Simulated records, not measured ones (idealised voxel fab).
Process module name: voxel capacitor over wiring
Displayed cross-section: cut, width of 230 nm, square cells sized 5 nm.
Cross-section spec: square-cell grid; bands listed top down; each band is one or more rows.
What a band's entry tells you: where the top is and where the bottom is, as heights in nm, and after that what lies inside, material by material from left to right, each with its width in nm. Empty space is written as the word "blank", and a single material marked with the word "full width" occupies the band from edge to edge.
The reference from which all heights are counted is 0, the level beneath which the as-received wafer is entirely one material; the lowest band, having no lower bound, proceeds downward and is written after the example "0 and below".
Width: "30->40" (first number = top row, second number = bottom row, same change from row to row of cells).
For the purposes of this document, the phrase "changes: none" attached to a step denotes that no cell within the cross-section was modified by that step.
Enclosed void listing: empty space of 8 cells or more with no open way to the top, each as width x height at its distance from the left edge, in nm
Anything after a step's settings on that line? It's the simulator's own note about the step.
"overlay nm" on a masked step: distance the mask lay right of its planned place, negative for left.
Note on reading: below, each pair holds a cross-section from before one process step and one from after it; the one from after shows only down to the lowest band that changed. Beneath the pair, the step in between is stated along with its settings. The pairs can stem from different runs of this module on the same starting wafer. Where a pair's entry headed "Pre-step section" says so, and only there, that pair continues from the pair above it.
-- Pre-step section
  100 down to 90  W full width
  90 down to 85  TiN 90 nm, then W 5 nm, then TiN 135 nm
  85 down to 80  SiO2 85 nm, then TiN 5 nm, then W 5 nm, then TiN 5 nm, then SiO2 130 nm
  80 down to 70  SiO2 85->75 nm, then TiN 15->55 nm, then SiO2 130->100 nm
  70 down to 65  SiO2 75 nm, then HfO2 55 nm, then SiO2 100 nm
  65 down to 60  SiO2 70 nm, then TiN 65 nm, then SiO2 95 nm
  60 down to 45  lowk 75 nm, then TiN 5 nm, then W 5 nm, then TiN 5 nm, then lowk 140 nm
  45 down to 40  SiCN 75 nm, then TiN 15 nm, then SiCN 140 nm
  40 down to 35  lowk 55 nm, then SiN 5 nm, then Ru 30 nm, then SiN 5 nm, then lowk 40 nm, then SiN 5 nm, then Ru 30 nm, then SiN 5 nm, then lowk 55 nm
  35 down to 30  SiN 60 nm, then TiN 30 nm, then SiN 50 nm, then TiN 30 nm, then SiN 60 nm
  30 down to 0  SiO2 full width
  0 and below  Si full width
  Enclosed void listing: none
-- State After Step
  85 down to 80  SiO2 85 nm, then TiN 5 nm, then W 5 nm, then TiN 5 nm, then SiO2 130 nm
  Nothing below the height 80 has changed.
  Enclosed void listing: none
So what happened between those two cross-sections up there? CMP | height nm 85
Pre-step section: see preceding pair, after cross-section.
-- State After Step
  90 down to 85  SiCN full width
  Nothing below the height 85 has changed.
  Enclosed void listing: none
So what happened between those two cross-sections up there? CONFORMAL_DEP | material SiCN | thk nm 5
-- Pre-step section
  40 down to 20  lowk 55 nm, then SiN 5 nm, then Ru 30 nm, then SiN 5 nm, then lowk 40 nm, then SiN 5 nm, then Ru 30 nm, then SiN 5 nm, then lowk 55 nm
  20 down to 15  SiN 60 nm, then TiN 30 nm, then SiN 50 nm, then TiN 30 nm, then SiN 60 nm
  15 down to 0  SiO2 full width
  0 and below  Si full width
  Enclosed void listing: none
-- State After Step
  55 down to 40  lowk full width
  Nothing below the height 40 has changed.
  Enclosed void listing: none
So what happened between those two cross-sections up there? DIRECTIONAL_DEP | material lowk | thk nm 15
Pre-step section: see preceding pair, after cross-section.
-- State After Step
  60 down to 55  SiCN full width
  Nothing below the height 55 has changed.
  Enclosed void listing: none
So what happened between those two cross-sections up there? CONFORMAL_DEP | material SiCN | thk nm 5
Pre-step section: see preceding pair, after cross-section.
-- State After Step
  60 down to 55  SiCN 75 nm, then blank 15 nm, then SiCN 140 nm
  Nothing below the height 55 has changed.
  Enclosed void listing: none
So what happened between those two cross-sections up there? MASKED_ETCH | tone open | mask id PLUG_1 | width nm 15 | etch materials SiCN | depth nm 5 | overlay nm 0
Pre-step section: see preceding pair, after cross-section.
-- State After Step
  65 down to 60  TiN 80 nm, then blank 5 nm, then TiN 145 nm
  60 down to 55  SiCN 75 nm, then TiN 15 nm, then SiCN 140 nm
  Nothing below the height 55 has changed.
  Enclosed void listing: none
So what happened between those two cross-sections up there? CONFORMAL_DEP | material TiN | thk nm 5
Pre-step section: see preceding pair, after cross-section.
-- State After Step
  70 down to 65  W full width
  65 down to 60  TiN 80 nm, then W 5 nm, then TiN 145 nm
  Nothing below the height 60 has changed.
  Enclosed void listing: none
So what happened between those two cross-sections up there? FILL_DEP | material W | thk nm 5
Pre-step section: see preceding pair, after cross-section.
-- State After Step
  60 down to 55  SiCN 75 nm, then TiN 15 nm, then SiCN 140 nm
  Nothing below the height 55 has changed.
  Enclosed void listing: none
So what happened between those two cross-sections up there? CMP | height nm 60
Pre-step section: see preceding pair, after cross-section.
-- State After Step
  65 down to 60  TiN full width
  Nothing below the height 60 has changed.
  Enclosed void listing: none
So what happened between those two cross-sections up there? DIRECTIONAL_DEP | material TiN | thk nm 5
Pre-step section: see preceding pair, after cross-section.
-- State After Step
  70 down to 65  HfO2 full width
  Nothing below the height 65 has changed.
  Enclosed void listing: none
So what happened between those two cross-sections up there? DIRECTIONAL_DEP | material HfO2 | thk nm 5
Pre-step section: see preceding pair, after cross-section.
-- State After Step
  75 down to 70  TiN full width
  Nothing below the height 70 has changed.
  Enclosed void listing: none
So what happened between those two cross-sections up there? DIRECTIONAL_DEP | material TiN | thk nm 5
Pre-step section: see preceding pair, after cross-section.
-- State After Step
  95 down to 75  blank 75 nm, then resist 55 nm, then blank 100 nm
  Nothing below the height 75 has changed.
  Enclosed void listing: none
So what happened between those two cross-sections up there? PATTERN | tone cover | mask id UPPER_PLATE | material resist | width nm 55 | thk nm 20 | overlay nm 0
Pre-step section: see preceding pair, after cross-section.
-- State After Step
  95 down to 75  blank 75 nm, then resist 55 nm, then blank 100 nm
  75 down to 70  blank 75 nm, then TiN 55 nm, then blank 100 nm
  Nothing below the height 70 has changed.
  Enclosed void listing: none
So what happened between those two cross-sections up there? DIRECTIONAL_ETCH | etch materials TiN | depth nm 5
Pre-step section: see preceding pair, after cross-section.
-- State After Step
  95 down to 75  blank 75 nm, then resist 55 nm, then blank 100 nm
  75 down to 70  blank 75 nm, then TiN 55 nm, then blank 100 nm
  70 down to 65  blank 75 nm, then HfO2 55 nm, then blank 100 nm
  Nothing below the height 65 has changed.
  Enclosed void listing: none
So what happened between those two cross-sections up there? DIRECTIONAL_ETCH | etch materials HfO2 | depth nm 5
Pre-step section: see preceding pair, after cross-section.
-- State After Step
  75 down to 70  blank 75 nm, then TiN 55 nm, then blank 100 nm
  Nothing below the height 70 has changed.
  Enclosed void listing: none
So what happened between those two cross-sections up there? STRIP | etch materials resist
Pre-step section: see preceding pair, after cross-section.
-- State After Step
  90 down to 80  blank 75 nm, then aC 55 nm, then blank 100 nm
  80 down to 75  aC full width
  75 down to 70  aC 75 nm, then TiN 55 nm, then aC 100 nm
  70 down to 65  aC 75 nm, then HfO2 55 nm, then aC 100 nm
  Nothing below the height 65 has changed.
  Enclosed void listing: none
So what happened between those two cross-sections up there? DIRECTIONAL_DEP | material aC | thk nm 15
Pre-step section: see preceding pair, after cross-section.
-- State After Step
  120 down to 90  blank 70 nm, then resist 65 nm, then blank 95 nm
  90 down to 80  blank 70 nm, then resist 5 nm, then aC 55 nm, then resist 5 nm, then blank 95 nm
  Nothing below the height 80 has changed.
  Enclosed void listing: none
So what happened between those two cross-sections up there? PATTERN | tone cover | mask id LOWER_PLATE | material resist | width nm 65 | thk nm 30 | overlay nm 0
Pre-step section: see preceding pair, after cross-section.
-- State After Step
  105 down to 90  blank 70 nm, then resist 65 nm, then blank 95 nm
  90 down to 80  blank 70 nm, then resist 5 nm, then aC 55 nm, then resist 5 nm, then blank 95 nm
  80 down to 75  blank 70 nm, then aC 65 nm, then blank 95 nm
  75 down to 70  blank 70 nm, then aC 5 nm, then TiN 55 nm, then aC 5 nm, then blank 95 nm
  70 down to 65  blank 70 nm, then aC 5 nm, then HfO2 55 nm, then aC 5 nm, then blank 95 nm
  Nothing below the height 65 has changed.
  Enclosed void listing: none
So what happened between those two cross-sections up there? DIRECTIONAL_ETCH | etch materials aC | depth nm 15
Pre-step section: see preceding pair, after cross-section.
-- State After Step
  90 down to 80  blank 75 nm, then aC 55 nm, then blank 100 nm
  Nothing below the height 80 has changed.
  Enclosed void listing: none
So what happened between those two cross-sections up there? STRIP | etch materials resist
Pre-step section: see preceding pair, after cross-section.
-- State After Step
  90 down to 80  blank 75 nm, then aC 55 nm, then blank 100 nm
  80 down to 75  blank 70 nm, then aC 65 nm, then blank 95 nm
  75 down to 70  blank 70 nm, then aC 5 nm, then TiN 55 nm, then aC 5 nm, then blank 95 nm
  70 down to 65  blank 70 nm, then aC 5 nm, then HfO2 55 nm, then aC 5 nm, then blank 95 nm
  65 down to 60  blank 70 nm, then TiN 65 nm, then blank 95 nm
  Nothing below the height 60 has changed.
  Enclosed void listing: none
So what happened between those two cross-sections up there? DIRECTIONAL_ETCH | etch materials TiN | depth nm 5
Pre-step section: see preceding pair, after cross-section.
-- State After Step
  75 down to 70  blank 75 nm, then TiN 55 nm, then blank 100 nm
  70 down to 65  blank 75 nm, then HfO2 55 nm, then blank 100 nm
  Nothing below the height 65 has changed.
  Enclosed void listing: none
So what happened between those two cross-sections up there? STRIP | etch materials aC
Pre-step section: see preceding pair, after cross-section.
-- State After Step
  90 down to 75  SiO2 full width
  75 down to 70  SiO2 75 nm, then TiN 55 nm, then SiO2 100 nm
  70 down to 65  SiO2 75 nm, then HfO2 55 nm, then SiO2 100 nm
  65 down to 60  SiO2 70 nm, then TiN 65 nm, then SiO2 95 nm
  Nothing below the height 60 has changed.
  Enclosed void listing: none
So what happened between those two cross-sections up there? FILL_DEP | material SiO2 | thk nm 15
Pre-step section: see preceding pair, after cross-section.
-- State After Step
  85 down to 75  SiO2 full width
  Nothing below the height 75 has changed.
  Enclosed void listing: none
So what happened between those two cross-sections up there? CMP | height nm 85
Pre-step section: see preceding pair, after cross-section.
-- State After Step
  95 down to 85  aC full width
  Nothing below the height 85 has changed.
  Enclosed void listing: none
So what happened between those two cross-sections up there? DIRECTIONAL_DEP | material aC | thk nm 10
Pre-step section: see preceding pair, after cross-section.
-- State After Step
  125 down to 95  resist 85 nm, then blank 15 nm, then resist 130 nm
  Nothing below the height 95 has changed.
  Enclosed void listing: none
So what happened between those two cross-sections up there? PATTERN | tone open | mask id PLUG_2 | material resist | width nm 15 | thk nm 30 | overlay nm 0
Pre-step section: see preceding pair, after cross-section.
-- State After Step
  115 down to 95  resist 85 nm, then blank 15 nm, then resist 130 nm
  95 down to 85  aC 85 nm, then blank 15 nm, then aC 130 nm
  Nothing below the height 85 has changed.
  Enclosed void listing: none
So what happened between those two cross-sections up there? DIRECTIONAL_ETCH | etch materials aC | depth nm 10
Pre-step section: see preceding pair, after cross-section.
-- State After Step
  95 down to 85  aC 85 nm, then blank 15 nm, then aC 130 nm
  Nothing below the height 85 has changed.
  Enclosed void listing: none
So what happened between those two cross-sections up there? STRIP | etch materials resist
Pre-step section: see preceding pair, after cross-section.
-- State After Step
  95 down to 85  aC 85 nm, then blank 15 nm, then aC 130 nm
  85 down to 75  SiO2 85 nm, then blank 15 nm, then SiO2 130 nm
  Nothing below the height 75 has changed.
  Enclosed void listing: none
So what happened between those two cross-sections up there? DIRECTIONAL_ETCH | etch materials SiO2 | depth nm 10
Pre-step section: see preceding pair, after cross-section.
-- State After Step
  85 down to 75  SiO2 85 nm, then blank 15 nm, then SiO2 130 nm
  Nothing below the height 75 has changed.
  Enclosed void listing: none
So what happened between those two cross-sections up there? STRIP | etch materials aC
Pre-step section: see preceding pair, after cross-section.
-- State After Step
  90 down to 85  TiN 90 nm, then blank 5 nm, then TiN 135 nm
  85 down to 80  SiO2 85 nm, then TiN 5 nm, then blank 5 nm, then TiN 5 nm, then SiO2 130 nm
  80 down to 70  SiO2 85->75 nm, then TiN 15->55 nm, then SiO2 130->100 nm
  Nothing below the height 70 has changed.
  Enclosed void listing: none
So what happened between those two cross-sections up there? CONFORMAL_DEP | material TiN | thk nm 5
Pre-step section: see preceding pair, after cross-section.
-- State After Step
  100 down to 90  W full width
  90 down to 85  TiN 90 nm, then W 5 nm, then TiN 135 nm
  85 down to 80  SiO2 85 nm, then TiN 5 nm, then W 5 nm, then TiN 5 nm, then SiO2 130 nm
  Nothing below the height 80 has changed.
  Enclosed void listing: none
So what happened between those two cross-sections up there? FILL_DEP | material W | thk nm 10
Pre-step section: see preceding pair, after cross-section.
-- State After Step
  85 down to 80  SiO2 85 nm, then TiN 5 nm, then W 5 nm, then TiN 5 nm, then SiO2 130 nm
  Nothing below the height 80 has changed.
  Enclosed void listing: none
So what happened between those two cross-sections up there? CMP | height nm 85
Pre-step section: see preceding pair, after cross-section.
-- State After Step
  90 down to 85  SiCN full width
  Nothing below the height 85 has changed.
  Enclosed void listing: none
So what happened between those two cross-sections up there? CONFORMAL_DEP | material SiCN | thk nm 5
-- Pre-step section
  0 and below  Si full width
  Enclosed void listing: none
-- State After Step
  20 down to 0  SiO2 full width
  Nothing below the height 0 has changed.
  Enclosed void listing: none
So what happened between those two cross-sections up there? CONFORMAL_DEP | material SiO2 | thk nm 20
Pre-step section: see preceding pair, after cross-section.
-- State After Step
  25 down to 20  TiN full width
  Nothing below the height 20 has changed.
  Enclosed void listing: none
So what happened between those two cross-sections up there? DIRECTIONAL_DEP | material TiN | thk nm 5
Pre-step section: see preceding pair, after cross-section.
-- State After Step
  45 down to 25  Ru full width
  Nothing below the height 25 has changed.
  Enclosed void listing: none
So what happened between those two cross-sections up there? DIRECTIONAL_DEP | material Ru | thk nm 20
Pre-step section: see preceding pair, after cross-section.
-- State After Step
  65 down to 45  blank 60 nm, then resist 30 nm, then blank 50 nm, then resist 30 nm, then blank 60 nm
  Nothing below the height 45 has changed.
  Enclosed void listing: none
So what happened between those two cross-sections up there? PATTERN | tone cover | mask id METAL_1 | material resist | width nm 30 | pitch nm 80 | thk nm 20 | overlay nm 0
Pre-step section: see preceding pair, after cross-section.
-- State After Step
  65 down to 45  blank 60 nm, then resist 30 nm, then blank 50 nm, then resist 30 nm, then blank 60 nm
  45 down to 25  blank 60 nm, then Ru 30 nm, then blank 50 nm, then Ru 30 nm, then blank 60 nm
  Nothing below the height 25 has changed.
  Enclosed void listing: none
So what happened between those two cross-sections up there? DIRECTIONAL_ETCH | etch materials Ru | depth nm 20
Pre-step section: see preceding pair, after cross-section.
-- State After Step
  65 down to 45  blank 60 nm, then resist 30 nm, then blank 50 nm, then resist 30 nm, then blank 60 nm
  45 down to 25  blank 60 nm, then Ru 30 nm, then blank 50 nm, then Ru 30 nm, then blank 60 nm
  25 down to 20  blank 60 nm, then TiN 30 nm, then blank 50 nm, then TiN 30 nm, then blank 60 nm
  Nothing below the height 20 has changed.
  Enclosed void listing: none
So what happened between those two cross-sections up there? DIRECTIONAL_ETCH | etch materials TiN | depth nm 5
Pre-step section: see preceding pair, after cross-section.
-- State After Step
  45 down to 25  blank 60 nm, then Ru 30 nm, then blank 50 nm, then Ru 30 nm, then blank 60 nm
  Nothing below the height 25 has changed.
  Enclosed void listing: none
So what happened between those two cross-sections up there? STRIP | etch materials resist
Pre-step section: see preceding pair, after cross-section.
-- State After Step
  50 down to 45  blank 55 nm, then SiN 40 nm, then blank 40 nm, then SiN 40 nm, then blank 55 nm
  45 down to 25  blank 55 nm, then SiN 5 nm, then Ru 30 nm, then SiN 5 nm, then blank 40 nm, then SiN 5 nm, then Ru 30 nm, then SiN 5 nm, then blank 55 nm
  25 down to 20  SiN 60 nm, then TiN 30 nm, then SiN 50 nm, then TiN 30 nm, then SiN 60 nm
  Nothing below the height 20 has changed.
  Enclosed void listing: none
So what happened between those two cross-sections up there? CONFORMAL_DEP | material SiN | thk nm 5
Pre-step section: see preceding pair, after cross-section.
-- State After Step
  60 down to 50  lowk full width
  50 down to 45  lowk 55 nm, then SiN 40 nm, then lowk 40 nm, then SiN 40 nm, then lowk 55 nm
  45 down to 25  lowk 55 nm, then SiN 5 nm, then Ru 30 nm, then SiN 5 nm, then lowk 40 nm, then SiN 5 nm, then Ru 30 nm, then SiN 5 nm, then lowk 55 nm
  Nothing below the height 25 has changed.
  Enclosed void listing: none
So what happened between those two cross-sections up there? FILL_DEP | material lowk | thk nm 10
Pre-step section: see preceding pair, after cross-section.
-- State After Step
  40 down to 25  lowk 55 nm, then SiN 5 nm, then Ru 30 nm, then SiN 5 nm, then lowk 40 nm, then SiN 5 nm, then Ru 30 nm, then SiN 5 nm, then lowk 55 nm
  Nothing below the height 25 has changed.
  Enclosed void listing: none
So what happened between those two cross-sections up there? CMP | height nm 40
Pre-step section: see preceding pair, after cross-section.
-- State After Step
  45 down to 40  SiCN full width
  Nothing below the height 40 has changed.
  Enclosed void listing: none
So what happened between those two cross-sections up there? CONFORMAL_DEP | material SiCN | thk nm 5
Pre-step section: see preceding pair, after cross-section.
-- State After Step
  60 down to 45  lowk full width
  Nothing below the height 45 has changed.
  Enclosed void listing: none
So what happened between those two cross-sections up there? DIRECTIONAL_DEP | material lowk | thk nm 15
Pre-step section: see preceding pair, after cross-section.
-- State After Step
  60 down to 45  lowk 75 nm, then blank 15 nm, then lowk 140 nm
  Nothing below the height 45 has changed.
  Enclosed void listing: none
So what happened between those two cross-sections up there? MASKED_ETCH | tone open | mask id PLUG_1 | width nm 15 | etch materials lowk | depth nm 15 | overlay nm 0
Pre-step section: see preceding pair, after cross-section.
-- State After Step
  60 down to 45  lowk 75 nm, then blank 15 nm, then lowk 140 nm
  45 down to 40  SiCN 75 nm, then blank 15 nm, then SiCN 140 nm
  Nothing below the height 40 has changed.
  Enclosed void listing: none
So what happened between those two cross-sections up there? MASKED_ETCH | tone open | mask id PLUG_1 | width nm 15 | etch materials SiCN | depth nm 5 | overlay nm 0
Pre-step section: see preceding pair, after cross-section.
-- State After Step
  65 down to 60  TiN 80 nm, then blank 5 nm, then TiN 145 nm
  60 down to 45  lowk 75 nm, then TiN 5 nm, then blank 5 nm, then TiN 5 nm, then lowk 140 nm
  45 down to 40  SiCN 75 nm, then TiN 15 nm, then SiCN 140 nm
  Nothing below the height 40 has changed.
  Enclosed void listing: none
So what happened between those two cross-sections up there? CONFORMAL_DEP | material TiN | thk nm 5
Pre-step section: see preceding pair, after cross-section.
-- State After Step
  70 down to 65  W full width
  65 down to 60  TiN 80 nm, then W 5 nm, then TiN 145 nm
  60 down to 45  lowk 75 nm, then TiN 5 nm, then W 5 nm, then TiN 5 nm, then lowk 140 nm
  Nothing below the height 45 has changed.
  Enclosed void listing: none
So what happened between those two cross-sections up there? FILL_DEP | material W | thk nm 5
Pre-step section: see preceding pair, after cross-section.
-- State After Step
  60 down to 45  lowk 75 nm, then TiN 5 nm, then W 5 nm, then TiN 5 nm, then lowk 140 nm
  Nothing below the height 45 has changed.
  Enclosed void listing: none
So what happened between those two cross-sections up there? CMP | height nm 60
Pre-step section: see preceding pair, after cross-section.
-- State After Step
  65 down to 60  TiN full width
  Nothing below the height 60 has changed.
  Enclosed void listing: none
So what happened between those two cross-sections up there? DIRECTIONAL_DEP | material TiN | thk nm 5
Pre-step section: see preceding pair, after cross-section.
-- State After Step
  70 down to 65  HfO2 full width
  Nothing below the height 65 has changed.
  Enclosed void listing: none
So what happened between those two cross-sections up there? DIRECTIONAL_DEP | material HfO2 | thk nm 5
Pre-step section: see preceding pair, after cross-section.
-- State After Step
  75 down to 70  TiN full width
  Nothing below the height 70 has changed.
  Enclosed void listing: none
So what happened between those two cross-sections up there? DIRECTIONAL_DEP | material TiN | thk nm 5
Pre-step section: see preceding pair, after cross-section.
-- State After Step
  95 down to 75  blank 75 nm, then resist 55 nm, then blank 100 nm
  Nothing below the height 75 has changed.
  Enclosed void listing: none
So what happened between those two cross-sections up there? PATTERN | tone cover | mask id UPPER_PLATE | material resist | width nm 55 | thk nm 20 | overlay nm 0
Pre-step section: see preceding pair, after cross-section.
-- State After Step
  95 down to 75  blank 75 nm, then resist 55 nm, then blank 100 nm
  75 down to 70  blank 75 nm, then TiN 55 nm, then blank 100 nm
  Nothing below the height 70 has changed.
  Enclosed void listing: none
So what happened between those two cross-sections up there? DIRECTIONAL_ETCH | etch materials TiN | depth nm 5
Pre-step section: see preceding pair, after cross-section.
-- State After Step
  95 down to 75  blank 75 nm, then resist 55 nm, then blank 100 nm
  75 down to 70  blank 75 nm, then TiN 55 nm, then blank 100 nm
  70 down to 65  blank 75 nm, then HfO2 55 nm, then blank 100 nm
  Nothing below the height 65 has changed.
  Enclosed void listing: none
So what happened between those two cross-sections up there? DIRECTIONAL_ETCH | etch materials HfO2 | depth nm 5
Pre-step section: see preceding pair, after cross-section.
-- State After Step
  75 down to 70  blank 75 nm, then TiN 55 nm, then blank 100 nm
  Nothing below the height 70 has changed.
  Enclosed void listing: none
So what happened between those two cross-sections up there? STRIP | etch materials resist
Pre-step section: see preceding pair, after cross-section.
-- State After Step
  90 down to 80  blank 75 nm, then aC 55 nm, then blank 100 nm
  80 down to 75  aC full width
  75 down to 70  aC 75 nm, then TiN 55 nm, then aC 100 nm
  70 down to 65  aC 75 nm, then HfO2 55 nm, then aC 100 nm
  Nothing below the height 65 has changed.
  Enclosed void listing: none
So what happened between those two cross-sections up there? DIRECTIONAL_DEP | material aC | thk nm 15
Pre-step section: see preceding pair, after cross-section.
-- State After Step
  120 down to 90  blank 70 nm, then resist 65 nm, then blank 95 nm
  90 down to 80  blank 70 nm, then resist 5 nm, then aC 55 nm, then resist 5 nm, then blank 95 nm
  Nothing below the height 80 has changed.
  Enclosed void listing: none
So what happened between those two cross-sections up there? PATTERN | tone cover | mask id LOWER_PLATE | material resist | width nm 65 | thk nm 30 | overlay nm 0
Pre-step section: see preceding pair, after cross-section.
-- State After Step
  105 down to 90  blank 70 nm, then resist 65 nm, then blank 95 nm
  90 down to 80  blank 70 nm, then resist 5 nm, then aC 55 nm, then resist 5 nm, then blank 95 nm
  80 down to 75  blank 70 nm, then aC 65 nm, then blank 95 nm
  75 down to 70  blank 70 nm, then aC 5 nm, then TiN 55 nm, then aC 5 nm, then blank 95 nm
  70 down to 65  blank 70 nm, then aC 5 nm, then HfO2 55 nm, then aC 5 nm, then blank 95 nm
  Nothing below the height 65 has changed.
  Enclosed void listing: none
So what happened between those two cross-sections up there? DIRECTIONAL_ETCH | etch materials aC | depth nm 15
Pre-step section: see preceding pair, after cross-section.
-- State After Step
  90 down to 80  blank 75 nm, then aC 55 nm, then blank 100 nm
  Nothing below the height 80 has changed.
  Enclosed void listing: none
So what happened between those two cross-sections up there? STRIP | etch materials resist
Pre-step section: see preceding pair, after cross-section.
-- State After Step
  90 down to 80  blank 75 nm, then aC 55 nm, then blank 100 nm
  80 down to 75  blank 70 nm, then aC 65 nm, then blank 95 nm
  75 down to 70  blank 70 nm, then aC 5 nm, then TiN 55 nm, then aC 5 nm, then blank 95 nm
  70 down to 65  blank 70 nm, then aC 5 nm, then HfO2 55 nm, then aC 5 nm, then blank 95 nm
  65 down to 60  blank 70 nm, then TiN 65 nm, then blank 95 nm
  Nothing below the height 60 has changed.
  Enclosed void listing: none
So what happened between those two cross-sections up there? DIRECTIONAL_ETCH | etch materials TiN | depth nm 5
Pre-step section: see preceding pair, after cross-section.
-- State After Step
  75 down to 70  blank 75 nm, then TiN 55 nm, then blank 100 nm
  70 down to 65  blank 75 nm, then HfO2 55 nm, then blank 100 nm
  Nothing below the height 65 has changed.
  Enclosed void listing: none
So what happened between those two cross-sections up there? STRIP | etch materials aC
Pre-step section: see preceding pair, after cross-section.
-- State After Step
  90 down to 75  SiO2 full width
  75 down to 70  SiO2 75 nm, then TiN 55 nm, then SiO2 100 nm
  70 down to 65  SiO2 75 nm, then HfO2 55 nm, then SiO2 100 nm
  65 down to 60  SiO2 70 nm, then TiN 65 nm, then SiO2 95 nm
  Nothing below the height 60 has changed.
  Enclosed void listing: none
So what happened between those two cross-sections up there? FILL_DEP | material SiO2 | thk nm 15
Pre-step section: see preceding pair, after cross-section.
-- State After Step
  85 down to 75  SiO2 full width
  Nothing below the height 75 has changed.
  Enclosed void listing: none
So what happened between those two cross-sections up there? CMP | height nm 85
Pre-step section: see preceding pair, after cross-section.
-- State After Step
  95 down to 85  aC full width
  Nothing below the height 85 has changed.
  Enclosed void listing: none
So what happened between those two cross-sections up there? DIRECTIONAL_DEP | material aC | thk nm 10
Pre-step section: see preceding pair, after cross-section.
-- State After Step
  125 down to 95  resist 85 nm, then blank 15 nm, then resist 130 nm
  Nothing below the height 95 has changed.
  Enclosed void listing: none
So what happened between those two cross-sections up there? PATTERN | tone open | mask id PLUG_2 | material resist | width nm 15 | thk nm 30 | overlay nm 0
Pre-step section: see preceding pair, after cross-section.
-- State After Step
  115 down to 95  resist 85 nm, then blank 15 nm, then resist 130 nm
  95 down to 85  aC 85 nm, then blank 15 nm, then aC 130 nm
  Nothing below the height 85 has changed.
  Enclosed void listing: none
So what happened between those two cross-sections up there? DIRECTIONAL_ETCH | etch materials aC | depth nm 10
Pre-step section: see preceding pair, after cross-section.
-- State After Step
  95 down to 85  aC 85 nm, then blank 15 nm, then aC 130 nm
  Nothing below the height 85 has changed.
  Enclosed void listing: none
So what happened between those two cross-sections up there? STRIP | etch materials resist
Pre-step section: see preceding pair, after cross-section.
-- State After Step
  95 down to 85  aC 85 nm, then blank 15 nm, then aC 130 nm
  85 down to 75  SiO2 85 nm, then blank 15 nm, then SiO2 130 nm
  Nothing below the height 75 has changed.
  Enclosed void listing: none
So what happened between those two cross-sections up there? DIRECTIONAL_ETCH | etch materials SiO2 | depth nm 10
Pre-step section: see preceding pair, after cross-section.
-- State After Step
  85 down to 75  SiO2 85 nm, then blank 15 nm, then SiO2 130 nm
  Nothing below the height 75 has changed.
  Enclosed void listing: none
So what happened between those two cross-sections up there? STRIP | etch materials aC
Pre-step section: see preceding pair, after cross-section.
-- State After Step
  90 down to 85  TiN 90 nm, then blank 5 nm, then TiN 135 nm
  85 down to 80  SiO2 85 nm, then TiN 5 nm, then blank 5 nm, then TiN 5 nm, then SiO2 130 nm
  80 down to 70  SiO2 85->75 nm, then TiN 15->55 nm, then SiO2 130->100 nm
  Nothing below the height 70 has changed.
  Enclosed void listing: none
So what happened between those two cross-sections up there? CONFORMAL_DEP | material TiN | thk nm 5
Pre-step section: see preceding pair, after cross-section.
-- State After Step
  100 down to 90  W full width
  90 down to 85  TiN 90 nm, then W 5 nm, then TiN 135 nm
  85 down to 80  SiO2 85 nm, then TiN 5 nm, then W 5 nm, then TiN 5 nm, then SiO2 130 nm
  Nothing below the height 80 has changed.
  Enclosed void listing: none
So what happened between those two cross-sections up there? FILL_DEP | material W | thk nm 10
Pre-step section: see preceding pair, after cross-section.
-- State After Step
  85 down to 80  SiO2 85 nm, then TiN 5 nm, then W 5 nm, then TiN 5 nm, then SiO2 130 nm
  Nothing below the height 80 has changed.
  Enclosed void listing: none
So what happened between those two cross-sections up there? CMP | height nm 85
Pre-step section: see preceding pair, after cross-section.
-- State After Step
  90 down to 85  SiCN full width
  Nothing below the height 85 has changed.
  Enclosed void listing: none
So what happened between those two cross-sections up there? CONFORMAL_DEP | material SiCN | thk nm 5
-- Pre-step section
  95 down to 85  aC full width
  85 down to 75  SiO2 full width
  75 down to 70  SiO2 75 nm, then TiN 55 nm, then SiO2 100 nm
  70 down to 65  SiO2 75 nm, then HfO2 55 nm, then SiO2 100 nm
  65 down to 60  SiO2 70 nm, then TiN 65 nm, then SiO2 95 nm
  60 down to 45  lowk 75 nm, then TiN 5 nm, then W 5 nm, then TiN 5 nm, then lowk 140 nm
  45 down to 40  SiCN 75 nm, then TiN 15 nm, then SiCN 140 nm
  40 down to 20  lowk 55 nm, then SiN 5 nm, then Ru 30 nm, then SiN 5 nm, then lowk 40 nm, then SiN 5 nm, then Ru 30 nm, then SiN 5 nm, then lowk 55 nm
  20 down to 15  SiN 60 nm, then TiN 30 nm, then SiN 50 nm, then TiN 30 nm, then SiN 60 nm
  15 down to 0  SiO2 full width
  0 and below  Si full width
  Enclosed void listing: none
-- State After Step
  125 down to 95  resist 80 nm, then blank 25 nm, then resist 125 nm
  Nothing below the height 95 has changed.
  Enclosed void listing: none
So what happened between those two cross-sections up there? PATTERN | tone open | mask id PLUG_2 | material resist | width nm 25 | thk nm 30 | overlay nm 0
Pre-step section: see preceding pair, after cross-section.
-- State After Step
  115 down to 95  resist 80 nm, then blank 25 nm, then resist 125 nm
  95 down to 85  aC 80 nm, then blank 25 nm, then aC 125 nm
  Nothing below the height 85 has changed.
  Enclosed void listing: none
So what happened between those two cross-sections up there? DIRECTIONAL_ETCH | etch materials aC | depth nm 10
Pre-step section: see preceding pair, after cross-section.
-- State After Step
  95 down to 85  aC 80 nm, then blank 25 nm, then aC 125 nm
  Nothing below the height 85 has changed.
  Enclosed void listing: none
So what happened between those two cross-sections up there? STRIP | etch materials resist
Pre-step section: see preceding pair, after cross-section.
-- State After Step
  95 down to 85  aC 80 nm, then blank 25 nm, then aC 125 nm
  85 down to 75  SiO2 80 nm, then blank 25 nm, then SiO2 125 nm
  Nothing below the height 75 has changed.
  Enclosed void listing: none
So what happened between those two cross-sections up there? DIRECTIONAL_ETCH | etch materials SiO2 | depth nm 10
Pre-step section: see preceding pair, after cross-section.
-- State After Step
  85 down to 75  SiO2 80 nm, then blank 25 nm, then SiO2 125 nm
  Nothing below the height 75 has changed.
  Enclosed void listing: none
So what happened between those two cross-sections up there? STRIP | etch materials aC
Pre-step section: see preceding pair, after cross-section.
-- State After Step
  90 down to 85  TiN 85 nm, then blank 15 nm, then TiN 130 nm
  85 down to 80  SiO2 80 nm, then TiN 5 nm, then blank 15 nm, then TiN 5 nm, then SiO2 125 nm
  80 down to 70  SiO2 80->75 nm, then TiN 25->55 nm, then SiO2 125->100 nm
  Nothing below the height 70 has changed.
  Enclosed void listing: none
So what happened between those two cross-sections up there? CONFORMAL_DEP | material TiN | thk nm 5
Pre-step section: see preceding pair, after cross-section.
-- State After Step
  100 down to 90  W full width
  90 down to 85  TiN 85 nm, then W 15 nm, then TiN 130 nm
  85 down to 80  SiO2 80 nm, then TiN 5 nm, then W 15 nm, then TiN 5 nm, then SiO2 125 nm
  Nothing below the height 80 has changed.
  Enclosed void listing: none
So what happened between those two cross-sections up there? FILL_DEP | material W | thk nm 10
